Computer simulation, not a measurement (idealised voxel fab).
Presented below is a process module, voxel self aligned contacts.
Xsec cut, 185 nm wide, square cell size 5 nm.
Cross-section spec: square-cell grid; bands listed top down; each band is one or more rows. Band: top height; bottom height; in nm. Then, left to right: material with width in nm, for each material. "all across": a single material spanning edge to edge. "air": empty space. Heights are reckoned from 0. Under this level, the received wafer is all of one material. The bottommost band is open-ended downward, for example "0..down". A width given as "30->40" starts at the first number in the band's top row and ends at the second number in its bottom row, shifting by an equal amount at every step from row to row. Where a step carries "no modification", the cross-section came out of it unchanged, cell for cell. If an empty space has no open way to the top and is at least 8 cells in size, "Closed cavities" lists it, written width x height at distance, where distance is measured from the left edge and every value is in nm. Note: text after step settings on the step line = simulator remark on that step. overlay nm: on a step with a mask, how far right of its planned place the mask lay; negative means left.
This section lists the process steps that were planned:
step 1: op RECEIVE | material Si
step 2: op CONFORMAL_DEP | material SiO2 | thk nm 5
step 3: op DIRECTIONAL_DEP | material polySi | thk nm 20
step 4: op DIRECTIONAL_DEP | material SiN | thk nm 15
step 5: op PATTERN | tone cover | mask id GATE | material resist | width nm 30 | pitch nm 60 | thk nm 15 | overlay nm 0
step 6: op DIRECTIONAL_ETCH | etch materials SiN | depth nm 15
step 7: op DIRECTIONAL_ETCH | etch materials polySi | depth nm 20
step 8: op STRIP | etch materials resist
step 9: op CONFORMAL_DEP | material SiN | thk nm 5
step 10: op DIRECTIONAL_ETCH | etch materials SiN | depth nm 5
step 11: op FILL_DEP | material SiO2 | thk nm 15
step 12: op CMP | height nm 45
step 13: op MASKED_ETCH | tone open | mask id CONTACT | width nm 40 | pitch nm 60 | etch materials SiO2 | depth nm 45 | overlay nm 0
step 14: op CONFORMAL_DEP | material TiN | thk nm 5
step 15: op FILL_DEP | material W | thk nm 5
step 16: op CMP | height nm 45
step 17: op CONFORMAL_DEP | material SiCN | thk nm 5
So this is the incoming wafer in cross-section - it's already been through step 1:
    0..down = Si all across
    Closed cavities: none
As-planned run: cross-section of the first of two wafers at end of module:
    50..45 = SiCN all across
    45..40 = SiO2 (40)  TiN (15)  W (10)  TiN (15)  SiO2 (20)  TiN (15)  W (10)  TiN (15)  SiO2 (45)
    40..25 = SiO2 (10)  SiN (40)  TiN (5)  W (10)  TiN (5)  SiN (40)  TiN (5)  W (10)  TiN (5)  SiN (40)  SiO2 (15)
    25..5 = SiO2 (10)  SiN (5)  polySi (30)  SiN (5)  TiN (5)  W (10)  TiN (5)  SiN (5)  polySi (30)  SiN (5)  TiN (5)  W (10)  TiN (5)  SiN (5)  polySi (30)  SiN (5)  SiO2 (15)
    5..0 = SiO2 (50)  TiN (20)  SiO2 (40)  TiN (20)  SiO2 (55)
    0..down = Si all across
    Closed cavities: none
Cross-sectional view: second of two wafers, end of module; start and plan identical to the first, one mistake in running:
    50..45 = SiCN all across
    45..40 = SiO2 (45)  TiN (10)  W (10)  TiN (10)  SiO2 (30)  TiN (10)  W (10)  TiN (10)  SiO2 (50)
    40..25 = SiO2 (10)  SiN (40)  TiN (5)  W (10)  TiN (5)  SiN (40)  TiN (5)  W (10)  TiN (5)  SiN (40)  SiO2 (15)
    25..5 = SiO2 (10)  SiN (5)  polySi (30)  SiN (5)  TiN (5)  W (10)  TiN (5)  SiN (5)  polySi (30)  SiN (5)  TiN (5)  W (10)  TiN (5)  SiN (5)  polySi (30)  SiN (5)  SiO2 (15)
    5..0 = SiO2 (50)  TiN (20)  SiO2 (40)  TiN (20)  SiO2 (55)
    0..down = Si all across
    Closed cavities: none
Short version of what went wrong: heads up, step 13 didn't go per plan, it actually ran as op MASKED_ETCH | tone open | mask id CONTACT | width nm 30 | pitch nm 60 | etch materials SiO2 | depth nm 45 | overlay nm 0
End check, counted in cells, second wafer has more or fewer of these materials than the first: SiO2: 4 more, TiN: 4 fewer
